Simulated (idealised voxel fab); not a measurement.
Process module in this document: voxel gate over fins
cross-section cut | 155 nm wide | cells 5 nm
A cross-section is a grid of square cells, given in bands from the top down. A band is one or more rows of cells.
Band: top and bottom heights (nm) first, top before bottom; then materials from left to right, widths in nm. "edge to edge" marks a sole material filling the band edge to edge. "blank" denotes empty space.
Height reference: 0 = level under which incoming wafer is all one material. Lowest band: no bottom, runs on downward, e.g. "0..down".
The notation "30 to 40" denotes a width that varies across the rows of cells in the band, beginning at the first number in the top row, finishing at the second number in the bottom row, and changing by an identical amount from each row to the next.
"no alteration" after a step means that no cell of the cross-section changed.
Each empty space that has no open way to the top and spans at least 8 cells appears under "Cavities, sealed" as width x height at distance, the distance counted from the left edge, all in nm.
Text after the settings on a step's line: the simulator's own remark on that step.
"overlay nm" on a masked step: distance the mask lay right of its planned place, negative for left.
PLAN
1,RECEIVE, material Si
2,CONFORMAL_DEP, material SiN, thk nm 10
3,PATTERN, tone cover, mask id FINS, material resist, width nm 15, pitch nm 55, thk nm 15, overlay nm 0
4,DIRECTIONAL_ETCH, etch materials SiN, depth nm 10
5,DIRECTIONAL_ETCH, etch materials Si, depth nm 30
6,STRIP, etch materials resist
7,FILL_DEP, material SiO2, thk nm 15
8,CMP, height nm 10
9,DIRECTIONAL_DEP, material aC, thk nm 15
10,PATTERN, tone open, mask id RAIL, material resist, width nm 15, thk nm 30, overlay nm 0
11,DIRECTIONAL_ETCH, etch materials aC, depth nm 15
12,STRIP, etch materials resist
13,DIRECTIONAL_ETCH, etch materials SiO2, depth nm 35
14,STRIP, etch materials aC
15,CONFORMAL_DEP, material TiN, thk nm 5
16,FILL_DEP, material Ru, thk nm 5
17,CMP, height nm 10
18,SELECTIVE_ETCH, etch materials W Ru TiN, depth nm 30
19,FILL_DEP, material SiO2, thk nm 5
20,CMP, height nm 10
21,SELECTIVE_ETCH, etch materials SiO2, depth nm 20
22,STRIP, etch materials SiN
23,CONFORMAL_DEP, material HfO2, thk nm 5
24,CONFORMAL_DEP, material TiN, thk nm 5
25,FILL_DEP, material W, thk nm 15
26,CMP, height nm 20
27,CONFORMAL_DEP, material SiN, thk nm 10
AS-RECEIVED WAFER CROSS-SECTION (AFTER STEP 1)
* 0..down | Si edge to edge
* Cavities, sealed: none
CROSS-SECTIONAL RESULT AFTER MODULE COMPLETION. NOTE: STARTING CONDITION AND PLAN ARE UNCHANGED FROM ABOVE; ONE PROCESSING MISTAKE WAS MADE
* 30..20 | SiN edge to edge
* 20..10 | W edge to edge
* 10..5 | 5 of W, 35 of HfO2, 20 of W, 35 of HfO2, 20 of W, 35 of HfO2, 5 of W
* 5..0 | 5 of W, 5 of HfO2, 25 of TiN, 5 of HfO2, 20 of W, 5 of HfO2, 25 of TiN, 5 of HfO2, 20 of W, 5 of HfO2, 25 of TiN, 5 of HfO2, 5 of W
* 0..-5 | 10 of HfO2, 5 of TiN, 15 of Si, 5 of TiN, 30 of HfO2, 5 of TiN, 15 of Si, 5 of TiN, 30 of HfO2, 5 of TiN, 15 of Si, 5 of TiN, 10 of HfO2
* -5..-10 | 15 of TiN, 15 of Si, 40 of TiN, 15 of Si, 40 of TiN, 15 of Si, 15 of TiN
* -10..-20 | 15 of SiO2, 15 of Si, 40 of SiO2, 15 of Si, 40 of SiO2, 15 of Si, 15 of SiO2
* -20..-25 | 15 of SiO2, 15 of Si, 10 of SiO2, 15 of TiN, 15 of SiO2, 15 of Si, 40 of SiO2, 15 of Si, 15 of SiO2
* -25..-30 | 15 of SiO2, 15 of Si, 40 of SiO2, 15 of Si, 40 of SiO2, 15 of Si, 15 of SiO2
* -30..down | Si edge to edge
* Cavities, sealed: none
What broke from the plan during processing? steps 23 and 24 swapped
